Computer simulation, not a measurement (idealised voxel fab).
The process module presented herein is designated voxel transistor to metal.
Square cell edge 5 nm, section width 205 nm, ID cut.
Throughout this document, each cross-section is represented as a grid of square cells and is presented as a sequence of bands enumerated from the top downward, where a band comprises one or more rows of cells. Top height, bottom height, nm. Materials left to right, width each, nm. Single material + "all across" = fills band edge to edge. "empty" = empty. It should be noted that heights are counted from 0, beneath which the wafer as supplied is of one material throughout, and that the lowest band possesses no lower boundary but continues downward, as written in "0..down". A width given as "30->40" starts at the first number in the band's top row and ends at the second number in its bottom row, shifting by an equal amount at every step from row to row. Take "no change occurred" at face value: in the step it is given for, the cross-section changed in none of its cells. Sealed void listing: empty space of 8 cells or more with no open way to the top, each as width x height at its distance from the left edge, in nm. The remark found on a step's line after its settings is issued by the simulator itself and pertains to that step. If you see "overlay nm" on a step's line and that step has a mask, it's telling you how far right of where it was planned the mask ended up; a negative number means it went left instead. Pairs ahead. Before: cross-section ahead of one process step. After: cross-section once the step is done, shown to the lowest changed band only. Under each pair: that step, with settings. Caution: pairs may come from different runs of this module on the same starting wafer; a pair follows the pair above only where its "Pre-step condition" entry says so.

-- Pre-step condition
  45..30 | SiO2 all across
  30..25 | SiO2 (90); SiCN (20); SiO2 (95)
  25..20 | SiO2 (80); SiN (10); SiCN (20); SiN (10); SiO2 (85)
  20..5 | SiO2 (80); SiN (10); polySi (20); SiN (10); SiO2 (85)
  5..0 | SiO2 (50); SiN (10); SiO2 (10); pSi (10); SiN (10); polySi (20); SiN (10); pSi (10); SiO2 (10); SiN (10); SiO2 (55)
  0..-5 | SiO2 (60); pSi (20); SiO2 (40); pSi (20); SiO2 (65)
  -5..-10 | SiO2 (60); pSi (20); Si (40); pSi (20); SiO2 (65)
  -10..-40 | SiO2 (60); Si (80); SiO2 (65)
  -40..down | Si all across
  Sealed void listing: none

-- Post-Step Appearance
  45..30 | SiO2 (60); empty (15); SiO2 (50); empty (15); SiO2 (65)
  30..25 | SiO2 (60); empty (15); SiO2 (15); SiCN (20); SiO2 (15); empty (15); SiO2 (65)
  25..20 | SiO2 (60); empty (15); SiO2 (5); SiN (10); SiCN (20); SiN (10); SiO2 (5); empty (15); SiO2 (65)
  20..5 | SiO2 (60); empty (15); SiO2 (5); SiN (10); polySi (20); SiN (10); SiO2 (5); empty (15); SiO2 (65)
  5..0 | SiO2 (50); SiN (10); empty (10); pSi (10); SiN (10); polySi (20); SiN (10); pSi (10); empty (10); SiN (10); SiO2 (55)
  below 0: unchanged
  Sealed void listing: none
Between the two cross-sections shown above lies MASKED_ETCH (tone open; mask id CONTACT; width nm 15; pitch nm 65; etch materials SiO2; depth nm 45; overlay nm 0)

Pre-step condition: It is represented by the cross-section appearing after the step of the pair directly above.

-- Post-Step Appearance
  50..45 | TiN (65); empty (5); TiN (60); empty (5); TiN (70)
  45..30 | SiO2 (60); TiN (5); empty (5); TiN (5); SiO2 (50); TiN (5); empty (5); TiN (5); SiO2 (65)
  30..25 | SiO2 (60); TiN (5); empty (5); TiN (5); SiO2 (15); SiCN (20); SiO2 (15); TiN (5); empty (5); TiN (5); SiO2 (65)
  25..20 | SiO2 (60); TiN (5); empty (5); TiN (5); SiO2 (5); SiN (10); SiCN (20); SiN (10); SiO2 (5); TiN (5); empty (5); TiN (5); SiO2 (65)
  20..10 | SiO2 (60); TiN (5); empty (5); TiN (5); SiO2 (5); SiN (10); polySi (20); SiN (10); SiO2 (5); TiN (5); empty (5); TiN (5); SiO2 (65)
  10..5 | SiO2 (60); TiN (15); SiO2 (5); SiN (10); polySi (20); SiN (10); SiO2 (5); TiN (15); SiO2 (65)
  5..0 | SiO2 (50); SiN (10); TiN (10); pSi (10); SiN (10); polySi (20); SiN (10); pSi (10); TiN (10); SiN (10); SiO2 (55)
  below 0: unchanged
  Sealed void listing: none
Between the two cross-sections shown above lies CONFORMAL_DEP (material TiN; thk nm 5)

Pre-step condition: It is represented by the cross-section appearing after the step of the pair directly above.

-- Post-Step Appearance
  60..50 | W all across
  50..45 | TiN (65); W (5); TiN (60); W (5); TiN (70)
  45..30 | SiO2 (60); TiN (5); W (5); TiN (5); SiO2 (50); TiN (5); W (5); TiN (5); SiO2 (65)
  30..25 | SiO2 (60); TiN (5); W (5); TiN (5); SiO2 (15); SiCN (20); SiO2 (15); TiN (5); W (5); TiN (5); SiO2 (65)
  25..20 | SiO2 (60); TiN (5); W (5); TiN (5); SiO2 (5); SiN (10); SiCN (20); SiN (10); SiO2 (5); TiN (5); W (5); TiN (5); SiO2 (65)
  20..10 | SiO2 (60); TiN (5); W (5); TiN (5); SiO2 (5); SiN (10); polySi (20); SiN (10); SiO2 (5); TiN (5); W (5); TiN (5); SiO2 (65)
  below 10: unchanged
  Sealed void listing: none
Between the two cross-sections shown above lies FILL_DEP (material W; thk nm 10)

Pre-step condition: It is represented by the cross-section appearing after the step of the pair directly above.

-- Post-Step Appearance
  45..30 | SiO2 (60); TiN (5); W (5); TiN (5); SiO2 (50); TiN (5); W (5); TiN (5); SiO2 (65)
  below 30: unchanged
  Sealed void listing: none
Between the two cross-sections shown above lies CMP (height nm 45)

Pre-step condition: It is represented by the cross-section appearing after the step of the pair directly above.

-- Post-Step Appearance
  50..45 | SiCN all across
  below 45: unchanged
  Sealed void listing: none
Between the two cross-sections shown above lies CONFORMAL_DEP (material SiCN; thk nm 5)

Pre-step condition: It is represented by the cross-section appearing after the step of the pair directly above.

-- Post-Step Appearance
  65..50 | lowk all across
  below 50: unchanged
  Sealed void listing: none
Between the two cross-sections shown above lies DIRECTIONAL_DEP (material lowk; thk nm 15)

Pre-step condition: It is represented by the cross-section appearing after the step of the pair directly above.

-- Post-Step Appearance
  65..50 | lowk (60); empty (15); lowk (50); empty (15); lowk (65)
  below 50: unchanged
  Sealed void listing: none
Between the two cross-sections shown above lies MASKED_ETCH (tone open; mask id METAL_1; width nm 15; pitch nm 65; etch materials lowk; depth nm 15; overlay nm 0)

Pre-step condition: It is represented by the cross-section appearing after the step of the pair directly above.

-- Post-Step Appearance
  65..50 | lowk (60); empty (15); lowk (50); empty (15); lowk (65)
  50..45 | SiCN (60); empty (15); SiCN (50); empty (15); SiCN (65)
  below 45: unchanged
  Sealed void listing: none
Between the two cross-sections shown above lies MASKED_ETCH (tone open; mask id METAL_1; width nm 15; pitch nm 65; etch materials SiCN; depth nm 5; overlay nm 0)

Pre-step condition: It is represented by the cross-section appearing after the step of the pair directly above.

-- Post-Step Appearance
  70..65 | TiN (65); empty (5); TiN (60); empty (5); TiN (70)
  65..50 | lowk (60); TiN (5); empty (5); TiN (5); lowk (50); TiN (5); empty (5); TiN (5); lowk (65)
  50..45 | SiCN (60); TiN (15); SiCN (50); TiN (15); SiCN (65)
  below 45: unchanged
  Sealed void listing: none
Between the two cross-sections shown above lies CONFORMAL_DEP (material TiN; thk nm 5)

Pre-step condition: It is represented by the cross-section appearing after the step of the pair directly above.

-- Post-Step Appearance
  80..70 | Ru all across
  70..65 | TiN (65); Ru (5); TiN (60); Ru (5); TiN (70)
  65..50 | lowk (60); TiN (5); Ru (5); TiN (5); lowk (50); TiN (5); Ru (5); TiN (5); lowk (65)
  below 50: unchanged
  Sealed void listing: none
Between the two cross-sections shown above lies FILL_DEP (material Ru; thk nm 10)

Pre-step condition: It is represented by the cross-section appearing after the step of the pair directly above.

-- Post-Step Appearance
  65..50 | lowk (60); TiN (5); Ru (5); TiN (5); lowk (50); TiN (5); Ru (5); TiN (5); lowk (65)
  below 50: unchanged
  Sealed void listing: none
Between the two cross-sections shown above lies CMP (height nm 65)

Pre-step condition: It is represented by the cross-section appearing after the step of the pair directly above.

-- Post-Step Appearance
  70..65 | SiN all across
  below 65: unchanged
  Sealed void listing: none
Between the two cross-sections shown above lies CONFORMAL_DEP (material SiN; thk nm 5)

-- Pre-step condition
  50..40 | aC (50); empty (100); aC (55)
  40..30 | SiCN (50); aC (100); SiCN (55)
  30..20 | polySi (50); SiCN (100); polySi (55)
  20..10 | polySi all across
  10..0 | SiO2 (50); polySi (100); SiO2 (55)
  0..-5 | SiO2 all across
  -5..-40 | SiO2 (60); Si (80); SiO2 (65)
  -40..down | Si all across
  Sealed void listing: none

-- Post-Step Appearance
  80..50 | empty (95); resist (15); empty (95)
  50..40 | aC (50); empty (45); resist (15); empty (40); aC (55)
  below 40: unchanged
  Sealed void listing: none
Between the two cross-sections shown above lies PATTERN (tone cover; mask id GATE; material resist; width nm 15; thk nm 30; overlay nm 0)

Pre-step condition: It is represented by the cross-section appearing after the step of the pair directly above.

-- Post-Step Appearance
  70..40 | empty (95); resist (15); empty (95)
  40..30 | SiCN (50); empty (45); aC (15); empty (40); SiCN (55)
  below 30: unchanged
  Sealed void listing: none
Between the two cross-sections shown above lies DIRECTIONAL_ETCH (etch materials aC; depth nm 10)

Pre-step condition: It is represented by the cross-section appearing after the step of the pair directly above.

-- Post-Step Appearance
  40..30 | SiCN (50); empty (45); aC (15); empty (40); SiCN (55)
  below 30: unchanged
  Sealed void listing: none
Between the two cross-sections shown above lies STRIP (etch materials resist)

Pre-step condition: It is represented by the cross-section appearing after the step of the pair directly above.

-- Post-Step Appearance
  40..30 | empty (95); aC (15); empty (95)
  30..20 | polySi (50); empty (45); SiCN (15); empty (40); polySi (55)
  below 20: unchanged
  Sealed void listing: none
Between the two cross-sections shown above lies DIRECTIONAL_ETCH (etch materials SiCN; depth nm 20)

Pre-step condition: It is represented by the cross-section appearing after the step of the pair directly above.

-- Post-Step Appearance
  40..30 | empty (95); aC (15); empty (95)
  30..20 | empty (95); SiCN (15); empty (95)
  20..10 | empty (95); polySi (15); empty (95)
  10..0 | SiO2 (50); empty (45); polySi (15); empty (40); SiO2 (55)
  below 0: unchanged
  Sealed void listing: none
Between the two cross-sections shown above lies DIRECTIONAL_ETCH (etch materials polySi; depth nm 30)

Pre-step condition: It is represented by the cross-section appearing after the step of the pair directly above.

-- Post-Step Appearance
  30..20 | empty (95); SiCN (15); empty (95)
  below 20: unchanged
  Sealed void listing: none
Between the two cross-sections shown above lies STRIP (etch materials aC)

Pre-step condition: It is represented by the cross-section appearing after the step of the pair directly above.

-- Post-Step Appearance
  40..30 | empty (85); SiN (35); empty (85)
  30..20 | empty (85); SiN (10); SiCN (15); SiN (10); empty (85)
  20..10 | SiN (60); empty (25); SiN (10); polySi (15); SiN (10); empty (20); SiN (65)
  10..0 | SiO2 (50); SiN (45); polySi (15); SiN (40); SiO2 (55)
  below 0: unchanged
  Sealed void listing: none
Between the two cross-sections shown above lies CONFORMAL_DEP (material SiN; thk nm 10)

Pre-step condition: It is represented by the cross-section appearing after the step of the pair directly above.

-- Post-Step Appearance
  30..20 | empty (85); SiN (10); SiCN (15); SiN (10); empty (85)
  20..10 | empty (85); SiN (10); polySi (15); SiN (10); empty (85)
  10..0 | SiO2 (50); SiN (10); empty (25); SiN (10); polySi (15); SiN (10); empty (20); SiN (10); SiO2 (55)
  below 0: unchanged
  Sealed void listing: none
Between the two cross-sections shown above lies DIRECTIONAL_ETCH (etch materials SiN; depth nm 10)

Pre-step condition: It is represented by the cross-section appearing after the step of the pair directly above.

-- Post-Step Appearance
  30..20 | empty (85); SiN (10); SiCN (15); SiN (10); empty (85)
  20..10 | empty (85); SiN (10); polySi (15); SiN (10); empty (85)
  10..5 | empty (50); SiN (10); empty (25); SiN (10); polySi (15); SiN (10); empty (20); SiN (10); empty (55)
  5..0 | SiO2 (50); SiN (10); empty (25); SiN (10); polySi (15); SiN (10); empty (20); SiN (10); SiO2 (55)
  0..-5 | SiO2 (60); empty (25); SiO2 (35); empty (20); SiO2 (65)
  below -5: unchanged
  Sealed void listing: none
Between the two cross-sections shown above lies DIRECTIONAL_ETCH (etch materials SiO2; depth nm 5)

Pre-step condition: It is represented by the cross-section appearing after the step of the pair directly above.

-- Post-Step Appearance
  30..20 | empty (85); SiN (10); SiCN (15); SiN (10); empty (85)
  20..10 | empty (85); SiN (10); polySi (15); SiN (10); empty (85)
  10..5 | empty (50); SiN (10); empty (25); SiN (10); polySi (15); SiN (10); empty (20); SiN (10); empty (55)
  5..0 | SiO2 (50); SiN (10); empty (25); SiN (10); polySi (15); SiN (10); empty (20); SiN (10); SiO2 (55)
  0..-5 | SiO2 (60); empty (25); SiO2 (35); empty (20); SiO2 (65)
  -5..-10 | SiO2 (60); empty (25); Si (35); empty (20); SiO2 (65)
  below -10: unchanged
  Sealed void listing: none
Between the two cross-sections shown above lies DIRECTIONAL_ETCH (etch materials Si; depth nm 5)

Pre-step condition: It is represented by the cross-section appearing after the step of the pair directly above.

-- Post-Step Appearance
  30..20 | empty (85); SiN (10); SiCN (15); SiN (10); empty (85)
  20..10 | empty (85); SiN (10); polySi (15); SiN (10); empty (85)
  10..5 | empty (50); SiN (10); empty (25); SiN (10); polySi (15); SiN (10); empty (20); SiN (10); empty (55)
  5..0 | SiO2 (50); SiN (10); empty (15); pSi (10); SiN (10); polySi (15); SiN (10); pSi (10); empty (10); SiN (10); SiO2 (55)
  0..-5 | SiO2 (60); pSi (25); SiO2 (35); pSi (20); SiO2 (65)
  -5..-10 | SiO2 (60); pSi (25); Si (35); pSi (20); SiO2 (65)
  below -10: unchanged
  Sealed void listing: none
Between the two cross-sections shown above lies EPI (material pSi; thk nm 10)

Pre-step condition: It is represented by the cross-section appearing after the step of the pair directly above.

-- Post-Step Appearance
  35..30 | SiO2 all across
  30..20 | SiO2 (85); SiN (10); SiCN (15); SiN (10); SiO2 (85)
  20..10 | SiO2 (85); SiN (10); polySi (15); SiN (10); SiO2 (85)
  10..5 | SiO2 (50); SiN (10); SiO2 (25); SiN (10); polySi (15); SiN (10); SiO2 (20); SiN (10); SiO2 (55)
  5..0 | SiO2 (50); SiN (10); SiO2 (15); pSi (10); SiN (10); polySi (15); SiN (10); pSi (10); SiO2 (10); SiN (10); SiO2 (55)
  below 0: unchanged
  Sealed void listing: none
Between the two cross-sections shown above lies FILL_DEP (material SiO2; thk nm 5)

Pre-step condition: It is represented by the cross-section appearing after the step of the pair directly above.

-- Post-Step Appearance
  30..20 | SiO2 (85); SiN (10); SiCN (15); SiN (10); SiO2 (85)
  below 20: unchanged
  Sealed void listing: none
Between the two cross-sections shown above lies CMP (height nm 30)

Pre-step condition: It is represented by the cross-section appearing after the step of the pair directly above.

-- Post-Step Appearance
  45..30 | SiO2 all across
  below 30: unchanged
  Sealed void listing: none
Between the two cross-sections shown above lies DIRECTIONAL_DEP (material SiO2; thk nm 15)

Pre-step condition: It is represented by the cross-section appearing after the step of the pair directly above.

-- Post-Step Appearance
  45..30 | SiO2 (60); empty (15); SiO2 (50); empty (15); SiO2 (65)
  30..20 | SiO2 (60); empty (15); SiO2 (10); SiN (10); SiCN (15); SiN (10); SiO2 (5); empty (15); SiO2 (65)
  20..10 | SiO2 (60); empty (15); SiO2 (10); SiN (10); polySi (15); SiN (10); SiO2 (5); empty (15); SiO2 (65)
  10..5 | SiO2 (50); SiN (10); empty (15); SiO2 (10); SiN (10); polySi (15); SiN (10); SiO2 (5); empty (15); SiN (10); SiO2 (55)
  5..0 | SiO2 (50); SiN (10); empty (15); pSi (10); SiN (10); polySi (15); SiN (10); pSi (10); empty (10); SiN (10); SiO2 (55)
  below 0: unchanged
  Sealed void listing: none
Between the two cross-sections shown above lies MASKED_ETCH (tone open; mask id CONTACT; width nm 15; pitch nm 65; etch materials SiO2; depth nm 45; overlay nm 0)

Pre-step condition: It is represented by the cross-section appearing after the step of the pair directly above.

-- Post-Step Appearance
  50..45 | TiN (65); empty (5); TiN (60); empty (5); TiN (70)
  45..30 | SiO2 (60); TiN (5); empty (5); TiN (5); SiO2 (50); TiN (5); empty (5); TiN (5); SiO2 (65)
  30..20 | SiO2 (60); TiN (5); empty (5); TiN (5); SiO2 (10); SiN (10); SiCN (15); SiN (10); SiO2 (5); TiN (5); empty (5); TiN (5); SiO2 (65)
  20..10 | SiO2 (60); TiN (5); empty (5); TiN (5); SiO2 (10); SiN (10); polySi (15); SiN (10); SiO2 (5); TiN (5); empty (5); TiN (5); SiO2 (65)
  10..5 | SiO2 (50); SiN (10); TiN (5); empty (5); TiN (5); SiO2 (10); SiN (10); polySi (15); SiN (10); SiO2 (5); TiN (15); SiN (10); SiO2 (55)
  5..0 | SiO2 (50); SiN (10); TiN (15); pSi (10); SiN (10); polySi (15); SiN (10); pSi (10); TiN (10); SiN (10); SiO2 (55)
  below 0: unchanged
  Sealed void listing: none
Between the two cross-sections shown above lies CONFORMAL_DEP (material TiN; thk nm 5)

Pre-step condition: It is represented by the cross-section appearing after the step of the pair directly above.

-- Post-Step Appearance
  60..50 | W all across
  50..45 | TiN (65); W (5); TiN (60); W (5); TiN (70)
  45..30 | SiO2 (60); TiN (5); W (5); TiN (5); SiO2 (50); TiN (5); W (5); TiN (5); SiO2 (65)
  30..20 | SiO2 (60); TiN (5); W (5); TiN (5); SiO2 (10); SiN (10); SiCN (15); SiN (10); SiO2 (5); TiN (5); W (5); TiN (5); SiO2 (65)
  20..10 | SiO2 (60); TiN (5); W (5); TiN (5); SiO2 (10); SiN (10); polySi (15); SiN (10); SiO2 (5); TiN (5); W (5); TiN (5); SiO2 (65)
  10..5 | SiO2 (50); SiN (10); TiN (5); W (5); TiN (5); SiO2 (10); SiN (10); polySi (15); SiN (10); SiO2 (5); TiN (15); SiN (10); SiO2 (55)
  below 5: unchanged
  Sealed void listing: none
Between the two cross-sections shown above lies FILL_DEP (material W; thk nm 10)

Pre-step condition: It is represented by the cross-section appearing after the step of the pair directly above.

-- Post-Step Appearance
  45..30 | SiO2 (60); TiN (5); W (5); TiN (5); SiO2 (50); TiN (5); W (5); TiN (5); SiO2 (65)
  below 30: unchanged
  Sealed void listing: none
Between the two cross-sections shown above lies CMP (height nm 45)

Pre-step condition: It is represented by the cross-section appearing after the step of the pair directly above.

-- Post-Step Appearance
  50..45 | SiCN all across
  below 45: unchanged
  Sealed void listing: none
Between the two cross-sections shown above lies CONFORMAL_DEP (material SiCN; thk nm 5)

Pre-step condition: It is represented by the cross-section appearing after the step of the pair directly above.

-- Post-Step Appearance
  65..50 | lowk all across
  below 50: unchanged
  Sealed void listing: none
Between the two cross-sections shown above lies DIRECTIONAL_DEP (material lowk; thk nm 15)

Pre-step condition: It is represented by the cross-section appearing after the step of the pair directly above.

-- Post-Step Appearance
  65..50 | lowk (60); empty (15); lowk (50); empty (15); lowk (65)
  below 50: unchanged
  Sealed void listing: none
Between the two cross-sections shown above lies MASKED_ETCH (tone open; mask id METAL_1; width nm 15; pitch nm 65; etch materials lowk; depth nm 15; overlay nm 0)

Pre-step condition: It is represented by the cross-section appearing after the step of the pair directly above.

-- Post-Step Appearance
  65..50 | lowk (60); empty (15); lowk (50); empty (15); lowk (65)
  50..45 | SiCN (60); empty (15); SiCN (50); empty (15); SiCN (65)
  below 45: unchanged
  Sealed void listing: none
Between the two cross-sections shown above lies MASKED_ETCH (tone open; mask id METAL_1; width nm 15; pitch nm 65; etch materials SiCN; depth nm 5; overlay nm 0)

Pre-step condition: It is represented by the cross-section appearing after the step of the pair directly above.

-- Post-Step Appearance
  70..65 | TiN (65); empty (5); TiN (60); empty (5); TiN (70)
  65..50 | lowk (60); TiN (5); empty (5); TiN (5); lowk (50); TiN (5); empty (5); TiN (5); lowk (65)
  50..45 | SiCN (60); TiN (15); SiCN (50); TiN (15); SiCN (65)
  below 45: unchanged
  Sealed void listing: none
Between the two cross-sections shown above lies CONFORMAL_DEP (material TiN; thk nm 5)

Pre-step condition: It is represented by the cross-section appearing after the step of the pair directly above.

-- Post-Step Appearance
  80..70 | Ru all across
  70..65 | TiN (65); Ru (5); TiN (60); Ru (5); TiN (70)
  65..50 | lowk (60); TiN (5); Ru (5); TiN (5); lowk (50); TiN (5); Ru (5); TiN (5); lowk (65)
  below 50: unchanged
  Sealed void listing: none
Between the two cross-sections shown above lies FILL_DEP (material Ru; thk nm 10)

Pre-step condition: It is represented by the cross-section appearing after the step of the pair directly above.

-- Post-Step Appearance
  65..50 | lowk (60); TiN (5); Ru (5); TiN (5); lowk (50); TiN (5); Ru (5); TiN (5); lowk (65)
  below 50: unchanged
  Sealed void listing: none
Between the two cross-sections shown above lies CMP (height nm 65)

Pre-step condition: It is represented by the cross-section appearing after the step of the pair directly above.

-- Post-Step Appearance
  70..65 | SiN all across
  below 65: unchanged
  Sealed void listing: none
Between the two cross-sections shown above lies CONFORMAL_DEP (material SiN; thk nm 5)

-- Pre-step condition
  45..30 | SiO2 all across
  30..20 | SiO2 (80); SiN (10); SiCN (20); SiN (10); SiO2 (85)
  20..10 | SiO2 (80); SiN (10); polySi (20); SiN (10); SiO2 (85)
  10..5 | SiO2 (50); SiN (10); SiO2 (20); SiN (10); polySi (20); SiN (10); SiO2 (20); SiN (10); SiO2 (55)
  5..0 | SiO2 (50); SiN (10); SiO2 (10); pSi (10); SiN (10); polySi (20); SiN (10); pSi (10); SiO2 (10); SiN (10); SiO2 (55)
  0..-5 | SiO2 (60); pSi (20); SiO2 (40); pSi (20); SiO2 (65)
  -5..-10 | SiO2 (60); pSi (20); Si (40); pSi (20); SiO2 (65)
  -10..-40 | SiO2 (60); Si (80); SiO2 (65)
  -40..down | Si all across
  Sealed void listing: none

-- Post-Step Appearance
  45..30 | SiO2 (70); empty (15); SiO2 (50); empty (15); SiO2 (55)
  30..20 | SiO2 (70); empty (10); SiN (10); SiCN (20); SiN (10); SiO2 (15); empty (15); SiO2 (55)
  20..10 | SiO2 (70); empty (10); SiN (10); polySi (20); SiN (10); SiO2 (15); empty (15); SiO2 (55)
  10..5 | SiO2 (50); SiN (10); SiO2 (10); empty (10); SiN (10); polySi (20); SiN (10); SiO2 (15); empty (5); SiN (10); SiO2 (55)
  5..0 | SiO2 (50); SiN (10); SiO2 (10); pSi (10); SiN (10); polySi (20); SiN (10); pSi (10); SiO2 (5); empty (5); SiN (10); SiO2 (55)
  below 0: unchanged
  Sealed void listing: none
Between the two cross-sections shown above lies MASKED_ETCH (tone open; mask id CONTACT; width nm 15; pitch nm 65; etch materials SiO2; depth nm 45; overlay nm 10)

Pre-step condition: It is represented by the cross-section appearing after the step of the pair directly above.

-- Post-Step Appearance
  50..45 | TiN (75); empty (5); TiN (60); empty (5); TiN (60)
  45..35 | SiO2 (70); TiN (5); empty (5); TiN (5); SiO2 (50); TiN (5); empty (5); TiN (5); SiO2 (55)
  35..30 | SiO2 (70); TiN (15); SiO2 (50); TiN (5); empty (5); TiN (5); SiO2 (55)
  30..20 | SiO2 (70); TiN (10); SiN (10); SiCN (20); SiN (10); SiO2 (15); TiN (5); empty (5); TiN (5); SiO2 (55)
  20..15 | SiO2 (70); TiN (10); SiN (10); polySi (20); SiN (10); SiO2 (15); TiN (5); empty (5); TiN (5); SiO2 (55)
  15..10 | SiO2 (70); TiN (10); SiN (10); polySi (20); SiN (10); SiO2 (15); TiN (15); SiO2 (55)
  10..5 | SiO2 (50); SiN (10); SiO2 (10); TiN (10); SiN (10); polySi (20); SiN (10); SiO2 (15); TiN (5); SiN (10); SiO2 (55)
  5..0 | SiO2 (50); SiN (10); SiO2 (10); pSi (10); SiN (10); polySi (20); SiN (10); pSi (10); SiO2 (5); TiN (5); SiN (10); SiO2 (55)
  below 0: unchanged
  Sealed void listing: none
Between the two cross-sections shown above lies CONFORMAL_DEP (material TiN; thk nm 5)

Pre-step condition: It is represented by the cross-section appearing after the step of the pair directly above.

-- Post-Step Appearance
  60..50 | W all across
  50..45 | TiN (75); W (5); TiN (60); W (5); TiN (60)
  45..35 | SiO2 (70); TiN (5); W (5); TiN (5); SiO2 (50); TiN (5); W (5); TiN (5); SiO2 (55)
  35..30 | SiO2 (70); TiN (15); SiO2 (50); TiN (5); W (5); TiN (5); SiO2 (55)
  30..20 | SiO2 (70); TiN (10); SiN (10); SiCN (20); SiN (10); SiO2 (15); TiN (5); W (5); TiN (5); SiO2 (55)
  20..15 | SiO2 (70); TiN (10); SiN (10); polySi (20); SiN (10); SiO2 (15); TiN (5); W (5); TiN (5); SiO2 (55)
  below 15: unchanged
  Sealed void listing: none
Between the two cross-sections shown above lies FILL_DEP (material W; thk nm 10)

Pre-step condition: It is represented by the cross-section appearing after the step of the pair directly above.

-- Post-Step Appearance
  45..35 | SiO2 (70); TiN (5); W (5); TiN (5); SiO2 (50); TiN (5); W (5); TiN (5); SiO2 (55)
  below 35: unchanged
  Sealed void listing: none
Between the two cross-sections shown above lies CMP (height nm 45)

Pre-step condition: It is represented by the cross-section appearing after the step of the pair directly above.

-- Post-Step Appearance
  50..45 | SiCN all across
  below 45: unchanged
  Sealed void listing: none
Between the two cross-sections shown above lies CONFORMAL_DEP (material SiCN; thk nm 5)

Pre-step condition: It is represented by the cross-section appearing after the step of the pair directly above.

-- Post-Step Appearance
  65..50 | lowk all across
  below 50: unchanged
  Sealed void listing: none
Between the two cross-sections shown above lies DIRECTIONAL_DEP (material lowk; thk nm 15)

Pre-step condition: It is represented by the cross-section appearing after the step of the pair directly above.

-- Post-Step Appearance
  65..50 | lowk (60); empty (15); lowk (50); empty (15); lowk (65)
  below 50: unchanged
  Sealed void listing: none
Between the two cross-sections shown above lies MASKED_ETCH (tone open; mask id METAL_1; width nm 15; pitch nm 65; etch materials lowk; depth nm 15; overlay nm 0)

Pre-step condition: It is represented by the cross-section appearing after the step of the pair directly above.

-- Post-Step Appearance
  65..50 | lowk (60); empty (15); lowk (50); empty (15); lowk (65)
  50..45 | SiCN (60); empty (15); SiCN (50); empty (15); SiCN (65)
  below 45: unchanged
  Sealed void listing: none
Between the two cross-sections shown above lies MASKED_ETCH (tone open; mask id METAL_1; width nm 15; pitch nm 65; etch materials SiCN; depth nm 5; overlay nm 0)

Pre-step condition: It is represented by the cross-section appearing after the step of the pair directly above.

-- Post-Step Appearance
  70..65 | TiN (65); empty (5); TiN (60); empty (5); TiN (70)
  65..50 | lowk (60); TiN (5); empty (5); TiN (5); lowk (50); TiN (5); empty (5); TiN (5); lowk (65)
  50..45 | SiCN (60); TiN (15); SiCN (50); TiN (15); SiCN (65)
  below 45: unchanged
  Sealed void listing: none
Between the two cross-sections shown above lies CONFORMAL_DEP (material TiN; thk nm 5)

Pre-step condition: It is represented by the cross-section appearing after the step of the pair directly above.

-- Post-Step Appearance
  80..70 | Ru all across
  70..65 | TiN (65); Ru (5); TiN (60); Ru (5); TiN (70)
  65..50 | lowk (60); TiN (5); Ru (5); TiN (5); lowk (50); TiN (5); Ru (5); TiN (5); lowk (65)
  below 50: unchanged
  Sealed void listing: none
Between the two cross-sections shown above lies FILL_DEP (material Ru; thk nm 10)

Pre-step condition: It is represented by the cross-section appearing after the step of the pair directly above.

-- Post-Step Appearance
  65..50 | lowk (60); TiN (5); Ru (5); TiN (5); lowk (50); TiN (5); Ru (5); TiN (5); lowk (65)
  below 50: unchanged
  Sealed void listing: none
Between the two cross-sections shown above lies CMP (height nm 65)

Pre-step condition: It is represented by the cross-section appearing after the step of the pair directly above.

-- Post-Step Appearance
  70..65 | SiN all across
  below 65: unchanged
  Sealed void listing: none
Between the two cross-sections shown above lies CONFORMAL_DEP (material SiN; thk nm 5)

-- Pre-step condition
  65..50 | lowk (60); TiN (5); Ru (5); TiN (5); lowk (50); TiN (5); Ru (5); TiN (5); lowk (65)
  50..45 | SiCN (60); TiN (15); SiCN (50); TiN (15); SiCN (65)
  45..30 | SiO2 (60); TiN (5); W (5); TiN (5); SiO2 (50); TiN (5); W (5); TiN (5); SiO2 (65)
  30..20 | SiO2 (60); TiN (5); W (5); TiN (5); SiO2 (5); SiN (10); SiCN (20); SiN (10); SiO2 (5); TiN (5); W (5); TiN (5); SiO2 (65)
  20..10 | SiO2 (60); TiN (5); W (5); TiN (5); SiO2 (5); SiN (10); polySi (20); SiN (10); SiO2 (5); TiN (5); W (5); TiN (5); SiO2 (65)
  10..5 | SiO2 (50); SiN (10); TiN (15); SiO2 (5); SiN (10); polySi (20); SiN (10); SiO2 (5); TiN (15); SiN (10); SiO2 (55)
  5..0 | SiO2 (50); SiN (10); TiN (10); pSi (10); SiN (10); polySi (20); SiN (10); pSi (10); TiN (10); SiN (10); SiO2 (55)
  0..-5 | SiO2 (60); pSi (20); SiO2 (40); pSi (20); SiO2 (65)
  -5..-10 | SiO2 (60); pSi (20); Si (40); pSi (20); SiO2 (65)
  -10..-40 | SiO2 (60); Si (80); SiO2 (65)
  -40..down | Si all across
  Sealed void listing: none

-- Post-Step Appearance
  70..65 | SiCN all across
  below 65: unchanged
  Sealed void listing: none
Between the two cross-sections shown above lies CONFORMAL_DEP (material SiCN; thk nm 5)

-- Pre-step condition
  50..40 | aC (50); empty (100); aC (55)
  40..30 | SiCN (50); aC (100); SiCN (55)
  30..20 | polySi (50); SiCN (100); polySi (55)
  20..10 | polySi all across
  10..0 | SiO2 (50); polySi (100); SiO2 (55)
  0..-5 | SiO2 all across
  -5..-40 | SiO2 (60); Si (80); SiO2 (65)
  -40..down | Si all across
  Sealed void listing: none

-- Post-Step Appearance
  80..50 | resist (90); empty (20); resist (95)
  50..40 | aC (50); resist (40); empty (20); resist (40); aC (55)
  below 40: unchanged
  Sealed void listing: none
Between the two cross-sections shown above lies PATTERN (tone open; mask id GATE; material resist; width nm 20; thk nm 30; overlay nm 0)

Pre-step condition: It is represented by the cross-section appearing after the step of the pair directly above.

-- Post-Step Appearance
  70..50 | resist (90); empty (20); resist (95)
  50..40 | aC (50); resist (40); empty (20); resist (40); aC (55)
  40..30 | SiCN (50); aC (40); empty (20); aC (40); SiCN (55)
  below 30: unchanged
  Sealed void listing: none
Between the two cross-sections shown above lies DIRECTIONAL_ETCH (etch materials aC; depth nm 10)

Pre-step condition: It is represented by the cross-section appearing after the step of the pair directly above.

-- Post-Step Appearance
  50..40 | aC (50); empty (100); aC (55)
  below 40: unchanged
  Sealed void listing: none
Between the two cross-sections shown above lies STRIP (etch materials resist)

Pre-step condition: It is represented by the cross-section appearing after the step of the pair directly above.

-- Post-Step Appearance
  50..40 | aC (50); empty (100); aC (55)
  40..30 | SiCN (50); aC (40); empty (20); aC (40); SiCN (55)
  30..20 | polySi (50); SiCN (40); empty (20); SiCN (40); polySi (55)
  below 20: unchanged
  Sealed void listing: none
Between the two cross-sections shown above lies DIRECTIONAL_ETCH (etch materials SiCN; depth nm 20)
